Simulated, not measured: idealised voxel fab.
Presented below is a process module, voxel capacitor over wiring.
Displayed cross-section: cut, width of 265 nm, square cells sized 5 nm.
Bands, listed from the top down, are how a cross-section gets written in this document; the cross-section itself is a grid of square cells, and a band is one or more rows of them.
Read a band's entry like this: the first values are the height of its top and the height of its bottom in nm, and what follows is the sequence of materials from left to right, each with its width in nm. Note that "empty" is empty space, and that a single material marked "full width" reaches across the band from edge to edge.
Height is counted from the level 0, under which the received wafer is composed throughout of one material. The lowest of the bands is not closed at the bottom but continues downward, in the notation "top 0, no bottom".
A width such as "30->40" changes by the same amount from each row of cells to the next, from the band's top row to its bottom row.
Reading "identical to before" for a step: not a cell of the cross-section changed in it.
In the "Enclosed voids" entry, you get each enclosed empty space of 8 cells or more, one with no open way to the top, written width x height at distance, distance from the left edge, in nm.
What comes after the settings on a step's line is commentary from the simulator itself on that step.
If you see "overlay nm" on a step's line and that step has a mask, it's telling you how far right of where it was planned the mask ended up; a negative number means it went left instead.
[Process steps foreseen in the plan]
1: RECEIVE,material Si
2: CONFORMAL_DEP,material SiO2,thk nm 15
3: CONFORMAL_DEP,material SiN,thk nm 5
4: DIRECTIONAL_DEP,material SiO2,thk nm 25
5: MASKED_ETCH,tone open,mask id METAL_1,width nm 30,pitch nm 90,etch materials SiO2,depth nm 25,overlay nm 0
6: MASKED_ETCH,tone open,mask id METAL_1,width nm 30,pitch nm 90,etch materials SiN,depth nm 5,overlay nm 0
7: CONFORMAL_DEP,material TiN,thk nm 5
8: FILL_DEP,material Cu,thk nm 10
9: CMP,height nm 45
10: CONFORMAL_DEP,material SiCN,thk nm 5
11: DIRECTIONAL_DEP,material SiO2,thk nm 15
12: PATTERN,tone open,mask id PLUG_1,material resist,width nm 15,thk nm 15,overlay nm 0
13: DIRECTIONAL_ETCH,etch materials SiO2,depth nm 15
14: DIRECTIONAL_ETCH,etch materials SiCN,depth nm 5
15: STRIP,etch materials resist
16: EPI,material Ru,thk nm 10
17: EPI,material Ru,thk nm 10
18: DIRECTIONAL_DEP,material TiN,thk nm 5
19: DIRECTIONAL_DEP,material HfO2,thk nm 5
20: DIRECTIONAL_DEP,material TiN,thk nm 10
21: PATTERN,tone cover,mask id UPPER_PLATE,material resist,width nm 65,thk nm 15,overlay nm 0
22: DIRECTIONAL_ETCH,etch materials TiN,depth nm 10
23: DIRECTIONAL_ETCH,etch materials HfO2,depth nm 5
24: STRIP,etch materials resist
25: PATTERN,tone cover,mask id LOWER_PLATE,material resist,width nm 75,thk nm 15,overlay nm 0
26: DIRECTIONAL_ETCH,etch materials TiN,depth nm 5
27: STRIP,etch materials resist
28: FILL_DEP,material SiO2,thk nm 15
29: CMP,height nm 95
30: PATTERN,tone open,mask id PLUG_2,material resist,width nm 15,thk nm 20,overlay nm 0
31: DIRECTIONAL_ETCH,etch materials SiO2,depth nm 10
32: STRIP,etch materials resist
33: CONFORMAL_DEP,material TiN,thk nm 5
34: FILL_DEP,material Cu,thk nm 10
35: CMP,height nm 95
36: CONFORMAL_DEP,material SiN,thk nm 5
[Cross-section, incoming material, after step 1]
> top 0, no bottom | Si full width
> Enclosed voids: none
[What the wafer looks like in cross-section after this module, when it starts as shown above and follows the plan above but one mistake is made in running it]
> top 100, bottom 95 | SiN full width
> top 95, bottom 85 | SiO2: 95; TiN: 15->55; SiO2: 155->115
> top 85, bottom 80 | SiO2: 100; TiN: 50; SiO2: 115
> top 80, bottom 75 | SiO2: 100; HfO2: 50; SiO2: 115
> top 75, bottom 65 | SiO2: 80->85; TiN: 75->15; SiO2: 110->165
> top 65, bottom 60 | SiO2: 85; HfO2: 15; SiO2: 165
> top 60, bottom 55 | SiO2: 85; TiN: 15; SiO2: 165
> top 55, bottom 50 | SiO2 full width
> top 50, bottom 45 | SiCN full width
> top 45, bottom 20 | SiO2: 70; TiN: 5; Cu: 20; TiN: 5; SiO2: 60; TiN: 5; Cu: 20; TiN: 5; SiO2: 75
> top 20, bottom 15 | SiN: 70; TiN: 30; SiN: 60; TiN: 30; SiN: 75
> top 15, bottom 0 | SiO2 full width
> top 0, no bottom | Si full width
> Enclosed voids: none
Heads up, the wafer didn't run the way we planned it: so step 11 ended up running with a different setting than we planned, it ran as DIRECTIONAL_DEP,material SiO2,thk nm 20
